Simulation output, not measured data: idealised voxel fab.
This section sets out a process module, namely voxel transistor to metal.
Displayed cross-section: cut, width of 195 nm, square cells sized 5 nm.
A cross-section in this document is a grid of square cells, and it is written down as bands, the top band listed before the ones below it; a band is made up of one or more rows of cells.
The entry gives the band's vertical extent as a top height and a bottom height in nm, then its horizontal make-up as materials from left to right, each with a width in nm. "blank" stands for empty space; a single material marked "full width" fills the band edge to edge.
Below 0: as-received wafer, all one material; heights counted from there. Lowest band: no bottom, goes on down, written "0 -> down".
Width: "30 to 40" (first number = top row, second number = bottom row, same change from row to row of cells).
What does "no alterations made" mean for a step? It means no cell of the cross-section changed in that step.
Empty spaces without an open route to the top, at least 8 cells in extent, make up the entry "Sealed-off cavities"; each is given as width x height at distance, where the distance is measured from the left edge, and all are in nm.
Post-settings text on a step line: simulator's own remark regarding the step.
overlay nm: step with mask; distance mask lay right of planned place; negative value = left of planned place.
Process steps foreseen in the plan:
1. RECEIVE, material Si
2. CONFORMAL_DEP, material SiO2, thk nm 5
3. CONFORMAL_DEP, material SiN, thk nm 10
4. MASKED_ETCH, tone cover, mask id ACTIVE, width nm 125, etch materials SiN, depth nm 10, overlay nm 0
5. MASKED_ETCH, tone cover, mask id ACTIVE, width nm 125, etch materials SiO2, depth nm 5, overlay nm 0
6. MASKED_ETCH, tone cover, mask id ACTIVE, width nm 125, etch materials Si, depth nm 25, overlay nm 0
7. FILL_DEP, material SiO2, thk nm 5
8. CMP, height nm 15
9. SELECTIVE_ETCH, etch materials SiO2, depth nm 10
10. STRIP, etch materials SiN
11. SELECTIVE_ETCH, etch materials SiO2, depth nm 5
12. OXIDIZE, depth nm 5
13. DIRECTIONAL_DEP, material polySi, thk nm 25
14. DIRECTIONAL_DEP, material SiCN, thk nm 10
15. PATTERN, tone cover, mask id GATE, material resist, width nm 25, thk nm 15, overlay nm 0
16. DIRECTIONAL_ETCH, etch materials SiCN, depth nm 20
17. DIRECTIONAL_ETCH, etch materials polySi, depth nm 35
18. STRIP, etch materials resist
19. CONFORMAL_DEP, material SiN, thk nm 10
20. DIRECTIONAL_ETCH, etch materials SiN, depth nm 10
21. DIRECTIONAL_ETCH, etch materials SiO2, depth nm 5
22. DIRECTIONAL_ETCH, etch materials Si, depth nm 5
23. EPI, material SiGe, thk nm 10
24. FILL_DEP, material SiO2, thk nm 10
25. CMP, height nm 35
26. DIRECTIONAL_DEP, material SiO2, thk nm 15
27. DIRECTIONAL_DEP, material aC, thk nm 15
28. PATTERN, tone open, mask id CONTACT, material resist, width nm 35, pitch nm 70, thk nm 30, overlay nm 0
29. DIRECTIONAL_ETCH, etch materials aC, depth nm 15
30. STRIP, etch materials resist
31. DIRECTIONAL_ETCH, etch materials SiO2, depth nm 50
32. STRIP, etch materials aC
33. CONFORMAL_DEP, material TiN, thk nm 5
34. FILL_DEP, material Ru, thk nm 10
35. CMP, height nm 50
36. CONFORMAL_DEP, material SiCN, thk nm 5
37. DIRECTIONAL_DEP, material lowk, thk nm 20
38. MASKED_ETCH, tone open, mask id METAL_1, width nm 20, pitch nm 85, etch materials lowk, depth nm 20, overlay nm 0
39. MASKED_ETCH, tone open, mask id METAL_1, width nm 20, pitch nm 85, etch materials SiCN, depth nm 5, overlay nm 0
40. CONFORMAL_DEP, material TiN, thk nm 5
41. FILL_DEP, material W, thk nm 5
42. CMP, height nm 75
43. CONFORMAL_DEP, material SiCN, thk nm 5
44. DIRECTIONAL_DEP, material SiO2, thk nm 30
45. PATTERN, tone open, mask id METAL_2, material resist, width nm 20, pitch nm 85, thk nm 15, overlay nm 0
46. DIRECTIONAL_ETCH, etch materials SiO2, depth nm 20
47. STRIP, etch materials resist
48. MASKED_ETCH, tone open, mask id METAL_2_HOLES, width nm 15, pitch nm 85, etch materials SiO2, depth nm 10, overlay nm 0
49. MASKED_ETCH, tone open, mask id METAL_2_HOLES, width nm 15, pitch nm 85, etch materials SiCN, depth nm 5, overlay nm 0
50. CONFORMAL_DEP, material TiN, thk nm 5
51. FILL_DEP, material Cu, thk nm 10
52. CMP, height nm 110
53. CONFORMAL_DEP, material SiN, thk nm 5
Cross-section, incoming material, after step 1:
* 0 -> down | Si full width
* Sealed-off cavities: none
As-planned run: cross-section of the first of two wafers at end of module:
* 115 -> 110 | SiN full width
* 110 -> 95 | 45 nm SiO2, then 5 nm TiN, then 10 nm Cu, then 5 nm TiN, then 65 nm SiO2, then 5 nm TiN, then 10 nm Cu, then 5 nm TiN, then 45 nm SiO2
* 95 -> 90 | 45 nm SiO2, then 5 nm TiN, then 5 nm Cu, then 10 nm TiN, then 65 nm SiO2, then 5 nm TiN, then 5 nm Cu, then 10 nm TiN, then 45 nm SiO2
* 90 -> 80 | 45 nm SiO2, then 5 nm TiN, then 5 nm Cu, then 5 nm TiN, then 70 nm SiO2, then 5 nm TiN, then 5 nm Cu, then 5 nm TiN, then 50 nm SiO2
* 80 -> 75 | 45 nm SiCN, then 15 nm TiN, then 70 nm SiCN, then 15 nm TiN, then 50 nm SiCN
* 75 -> 55 | 45 nm lowk, then 5 nm TiN, then 10 nm W, then 5 nm TiN, then 65 nm lowk, then 5 nm TiN, then 10 nm W, then 5 nm TiN, then 45 nm lowk
* 55 -> 50 | 45 nm SiCN, then 20 nm TiN, then 65 nm SiCN, then 20 nm TiN, then 45 nm SiCN
* 50 -> 40 | 45 nm SiO2, then 5 nm TiN, then 25 nm Ru, then 5 nm TiN, then 35 nm SiO2, then 5 nm TiN, then 25 nm Ru, then 5 nm TiN, then 45 nm SiO2
* 40 -> 35 | 45 nm SiO2, then 5 nm TiN, then 20 nm Ru, then 10 nm TiN, then 35 nm SiO2, then 10 nm TiN, then 20 nm Ru, then 5 nm TiN, then 45 nm SiO2
* 35 -> 25 | 45 nm SiO2, then 5 nm TiN, then 20 nm Ru, then 5 nm TiN, then 10 nm SiN, then 25 nm SiCN, then 10 nm SiN, then 5 nm TiN, then 20 nm Ru, then 5 nm TiN, then 45 nm SiO2
* 25 -> 10 | 45 nm SiO2, then 5 nm TiN, then 20 nm Ru, then 5 nm TiN, then 10 nm SiN, then 25 nm polySi, then 10 nm SiN, then 5 nm TiN, then 20 nm Ru, then 5 nm TiN, then 45 nm SiO2
* 10 -> 5 | 45 nm SiO2, then 5 nm TiN, then 10 nm Ru, then 15 nm TiN, then 10 nm SiN, then 25 nm polySi, then 10 nm SiN, then 15 nm TiN, then 10 nm Ru, then 5 nm TiN, then 45 nm SiO2
* 5 -> 0 | 45 nm SiO2, then 20 nm TiN, then 10 nm SiGe, then 10 nm SiN, then 25 nm polySi, then 10 nm SiN, then 10 nm SiGe, then 20 nm TiN, then 45 nm SiO2
* 0 -> -5 | 30 nm SiO2, then 45 nm SiGe, then 45 nm SiO2, then 45 nm SiGe, then 30 nm SiO2
* -5 -> -10 | 35 nm SiO2, then 40 nm SiGe, then 45 nm Si, then 40 nm SiGe, then 35 nm SiO2
* -10 -> -25 | 35 nm SiO2, then 125 nm Si, then 35 nm SiO2
* -25 -> down | Si full width
* Sealed-off cavities: none
Cross-section, second wafer: same start as the first, same plan as the first, one mistake in running it; taken at the end of the module:
* 115 -> 110 | SiN full width
* 110 -> 95 | 40 nm SiO2, then 5 nm TiN, then 20 nm Cu, then 5 nm TiN, then 55 nm SiO2, then 5 nm TiN, then 20 nm Cu, then 5 nm TiN, then 40 nm SiO2
* 95 -> 90 | 40 nm SiO2, then 10 nm TiN, then 5 nm Cu, then 15 nm TiN, then 55 nm SiO2, then 10 nm TiN, then 5 nm Cu, then 15 nm TiN, then 40 nm SiO2
* 90 -> 80 | 45 nm SiO2, then 5 nm TiN, then 5 nm Cu, then 5 nm TiN, then 70 nm SiO2, then 5 nm TiN, then 5 nm Cu, then 5 nm TiN, then 50 nm SiO2
* 80 -> 75 | 45 nm SiCN, then 15 nm TiN, then 70 nm SiCN, then 15 nm TiN, then 50 nm SiCN
* 75 -> 55 | 45 nm lowk, then 5 nm TiN, then 10 nm W, then 5 nm TiN, then 65 nm lowk, then 5 nm TiN, then 10 nm W, then 5 nm TiN, then 45 nm lowk
* 55 -> 50 | 45 nm SiCN, then 20 nm TiN, then 65 nm SiCN, then 20 nm TiN, then 45 nm SiCN
* 50 -> 40 | 45 nm SiO2, then 5 nm TiN, then 25 nm Ru, then 5 nm TiN, then 35 nm SiO2, then 5 nm TiN, then 25 nm Ru, then 5 nm TiN, then 45 nm SiO2
* 40 -> 35 | 45 nm SiO2, then 5 nm TiN, then 20 nm Ru, then 10 nm TiN, then 35 nm SiO2, then 10 nm TiN, then 20 nm Ru, then 5 nm TiN, then 45 nm SiO2
* 35 -> 25 | 45 nm SiO2, then 5 nm TiN, then 20 nm Ru, then 5 nm TiN, then 10 nm SiN, then 25 nm SiCN, then 10 nm SiN, then 5 nm TiN, then 20 nm Ru, then 5 nm TiN, then 45 nm SiO2
* 25 -> 10 | 45 nm SiO2, then 5 nm TiN, then 20 nm Ru, then 5 nm TiN, then 10 nm SiN, then 25 nm polySi, then 10 nm SiN, then 5 nm TiN, then 20 nm Ru, then 5 nm TiN, then 45 nm SiO2
* 10 -> 5 | 45 nm SiO2, then 5 nm TiN, then 10 nm Ru, then 15 nm TiN, then 10 nm SiN, then 25 nm polySi, then 10 nm SiN, then 15 nm TiN, then 10 nm Ru, then 5 nm TiN, then 45 nm SiO2
* 5 -> 0 | 45 nm SiO2, then 20 nm TiN, then 10 nm SiGe, then 10 nm SiN, then 25 nm polySi, then 10 nm SiN, then 10 nm SiGe, then 20 nm TiN, then 45 nm SiO2
* 0 -> -5 | 30 nm SiO2, then 45 nm SiGe, then 45 nm SiO2, then 45 nm SiGe, then 30 nm SiO2
* -5 -> -10 | 35 nm SiO2, then 40 nm SiGe, then 45 nm Si, then 40 nm SiGe, then 35 nm SiO2
* -10 -> -25 | 35 nm SiO2, then 125 nm Si, then 35 nm SiO2
* -25 -> down | Si full width
* Sealed-off cavities: none
Here's what went sideways: for step 45, the planned setting was not used; the step was instead run as PATTERN, tone open, mask id METAL_2, material resist, width nm 30, pitch nm 85, thk nm 15, overlay nm 0
Final difference in cells, second wafer against first, listed per material as more or fewer: Cu: 12 more, SiO2: 16 fewer, TiN: 4 more
